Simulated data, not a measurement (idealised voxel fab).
Process module heading - voxel self aligned contacts
Xsec cut, 280 nm wide, square cell size 5 nm.
Throughout this document, each cross-section is represented as a grid of square cells and is presented as a sequence of bands enumerated from the top downward, where a band comprises one or more rows of cells.
Band: top and bottom heights (nm) first, top before bottom; then materials from left to right, widths in nm. "edge to edge" marks a sole material filling the band edge to edge. "air" denotes empty space.
Counting heights begins at 0, where everything beneath is, in the wafer as received, one material. The lowest band has no bottom; it goes on downwards, as "0 down" shows.
You'd read "30 to 40" like this: the band's top row of cells is as wide as the first number, its bottom row is as wide as the second, and going down, every row changes width by the same amount as the row before did.
Key: "remained unchanged" - step with no changed cell in the cross-section.
"Sealed void inventory": sealed empty spaces, 8 cells or more, no open way to top, listed width x height at distance, with distance from the left edge and width, height and distance in nm.
Text after the settings on a step's line: the simulator's own remark on that step.
You can add "overlay nm" to a step's line. For a step with a mask, it describes how far the mask lay to the right of its planned position, and a negative number describes a lay to the left.
The planned process steps are enumerated hereunder:
step 1: RECEIVE, material Si
step 2: CONFORMAL_DEP, material SiO2, thk nm 5
step 3: DIRECTIONAL_DEP, material polySi, thk nm 25
step 4: DIRECTIONAL_DEP, material SiN, thk nm 20
step 5: PATTERN, tone cover, mask id GATE, material resist, width nm 30, pitch nm 55, thk nm 20, overlay nm 0
step 6: DIRECTIONAL_ETCH, etch materials SiN, depth nm 20
step 7: DIRECTIONAL_ETCH, etch materials polySi, depth nm 25
step 8: STRIP, etch materials resist
step 9: CONFORMAL_DEP, material SiN, thk nm 5
step 10: DIRECTIONAL_ETCH, etch materials SiN, depth nm 5
step 11: FILL_DEP, material SiO2, thk nm 10
step 12: CMP, height nm 55
step 13: PATTERN, tone open, mask id CONTACT, material resist, width nm 35, pitch nm 55, thk nm 15, overlay nm 0
step 14: DIRECTIONAL_ETCH, etch materials SiO2, depth nm 55
step 15: STRIP, etch materials resist
step 16: CONFORMAL_DEP, material TiN, thk nm 5
step 17: FILL_DEP, material W, thk nm 10
step 18: CMP, height nm 55
step 19: CONFORMAL_DEP, material SiN, thk nm 5
Step 1 complete: cross-section of the wafer as received:
	0 down | Si edge to edge
	Sealed void inventory: none
First of two wafers at the end of the module, shown in cross-section; run carried out as planned:
	60 to 55 | SiN edge to edge
	55 to 50 | 95 SiO2 | 15 TiN | 5 W | 15 TiN | 20 SiO2 | 15 TiN | 5 W | 15 TiN | 95 SiO2
	50 to 30 | 65 SiO2 | 40 SiN | 5 TiN | 5 W | 5 TiN | 40 SiN | 5 TiN | 5 W | 5 TiN | 40 SiN | 65 SiO2
	30 to 5 | 65 SiO2 | 5 SiN | 30 polySi | 5 SiN | 5 TiN | 5 W | 5 TiN | 5 SiN | 30 polySi | 5 SiN | 5 TiN | 5 W | 5 TiN | 5 SiN | 30 polySi | 5 SiN | 65 SiO2
	5 to 0 | 105 SiO2 | 15 TiN | 40 SiO2 | 15 TiN | 105 SiO2
	0 down | Si edge to edge
	Sealed void inventory: none
End of module, second wafer, cross-section. Started like the first, planned like the first, run with one mistake:
	60 to 55 | SiN edge to edge
	55 to 50 | 95 SiO2 | 15 TiN | 5 W | 15 TiN | 20 SiO2 | 15 TiN | 5 W | 15 TiN | 95 SiO2
	50 to 30 | 65 SiO2 | 40 SiN | 5 TiN | 5 W | 5 TiN | 40 SiN | 5 TiN | 5 W | 5 TiN | 40 SiN | 65 SiO2
	30 to 20 | 65 SiO2 | 5 SiN | 30 polySi | 5 SiN | 5 TiN | 5 W | 5 TiN | 5 SiN | 30 polySi | 5 SiN | 5 TiN | 5 W | 5 TiN | 5 SiN | 30 polySi | 5 SiN | 65 SiO2
	20 to 15 | 65 SiO2 | 5 SiN | 30 polySi | 5 SiN | 15 TiN | 5 SiN | 30 polySi | 5 SiN | 15 TiN | 5 SiN | 30 polySi | 5 SiN | 65 SiO2
	15 to 5 | polySi edge to edge
	5 to 0 | SiO2 edge to edge
	0 down | Si edge to edge
	Sealed void inventory: none
What went wrong in running the wafer? step 7, actual vs plan mismatch, actual run DIRECTIONAL_ETCH, etch materials polySi, depth nm 15
The closing comparison, in cells, has the second wafer with more or fewer of some materials than the first: SiN -12 | SiO2 -46 | TiN -12 | W -6 | polySi +76
